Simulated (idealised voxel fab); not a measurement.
The process module presented herein is designated voxel gate over fins.
We display cut, a cross-section 265 nm in width whose square cells are each 5 nm.
Cross-section, as written here: a square-cell grid given band by band from the top down, where a band holds one or more rows of cells. The band entry comprises the height of the band's top followed by the height of its bottom, expressed in nm, and subsequently the band's materials from left to right, each stated together with its width in nm. Where a single material is marked with the word "throughout", that material fills the band from edge to edge. The word "air" represents empty space. Ref level 0: as-received wafer is one material below here. Bottom band extends down with no lower bound ("0 -> down"). A two-number width, for instance "30 to 40", indicates that the width is equal to the first number in the top row of the band and to the second number in the bottom row, and that it changes by a constant amount per row of cells. "nothing changed" (step): cross-section cells unchanged, all of them. The entry titled "Enclosed cavity list" provides the empty spaces that have no open way to the top, restricted to those of 8 cells or more. Each is presented as width x height at distance, the distance being measured from the left edge, with all three in nm. Where a step's line continues beyond its settings, the continuation is a remark by the simulator itself on that step. The setting "overlay nm" may be written on the line of a step. When the step uses a mask, the value reports how far to the right of the planned place the mask lay, and a negative value reports that it lay to the left.
-- The following list gives the planned process steps
step 1: RECEIVE (material Si)
step 2: CONFORMAL_DEP (material SiN; thk nm 5)
step 3: MASKED_ETCH (tone cover; mask id FINS; width nm 15; pitch nm 50; etch materials SiN; depth nm 5; overlay nm 0)
step 4: MASKED_ETCH (tone cover; mask id FINS; width nm 15; pitch nm 50; etch materials Si; depth nm 35; overlay nm 0)
step 5: FILL_DEP (material SiO2; thk nm 5)
step 6: CMP (height nm 5)
step 7: DIRECTIONAL_DEP (material aC; thk nm 15)
step 8: PATTERN (tone open; mask id RAIL; material resist; width nm 15; thk nm 35; overlay nm -15)
step 9: DIRECTIONAL_ETCH (etch materials aC; depth nm 15)
step 10: STRIP (etch materials resist)
step 11: DIRECTIONAL_ETCH (etch materials SiO2; depth nm 35)
step 12: STRIP (etch materials aC)
step 13: CONFORMAL_DEP (material TiN; thk nm 5)
step 14: FILL_DEP (material W; thk nm 5)
step 15: CMP (height nm 5)
step 16: SELECTIVE_ETCH (etch materials W Ru TiN; depth nm 30)
step 17: FILL_DEP (material SiO2; thk nm 5)
step 18: CMP (height nm 5)
step 19: SELECTIVE_ETCH (etch materials SiO2; depth nm 20)
step 20: STRIP (etch materials SiN)
step 21: CONFORMAL_DEP (material HfO2; thk nm 5)
step 22: CONFORMAL_DEP (material TiN; thk nm 5)
step 23: FILL_DEP (material W; thk nm 15)
step 24: CMP (height nm 20)
step 25: CONFORMAL_DEP (material SiN; thk nm 10)
For this document, wafers share an identical start and vary in the step 8 overlay nm; the plan quotes the first wafer's value.
-- First wafer of several, as received: cross-section after step 1
- 0 -> down | Si throughout
- Enclosed cavity list: none
-- Every row in this table is a wafer at the end of the module, and it gives, for each of the materials, the cells that wafer has gained (+) or lost (-) since it was received, then its closed voids
overlay nm -15, +71 HfO2, -308 Si, +106 SiN, +174 SiO2, +73 TiN, +202 W, Enclosed cavity list: none
overlay nm -10, +71 HfO2, -308 Si, +106 SiN, +173 SiO2, +74 TiN, +202 W, Enclosed cavity list: none
overlay nm -5, +71 HfO2, -308 Si, +106 SiN, +173 SiO2, +74 TiN, +202 W, Enclosed cavity list: none
overlay nm 0, +71 HfO2, -308 Si, +106 SiN, +173 SiO2, +74 TiN, +202 W, Enclosed cavity list: none
overlay nm 5, +71 HfO2, -308 Si, +106 SiN, +173 SiO2, +74 TiN, +202 W, Enclosed cavity list: none
overlay nm 10, +71 HfO2, -308 Si, +106 SiN, +173 SiO2, +74 TiN, +202 W, Enclosed cavity list: none
overlay nm 15, +71 HfO2, -308 Si, +106 SiN, +174 SiO2, +73 TiN, +202 W, Enclosed cavity list: none
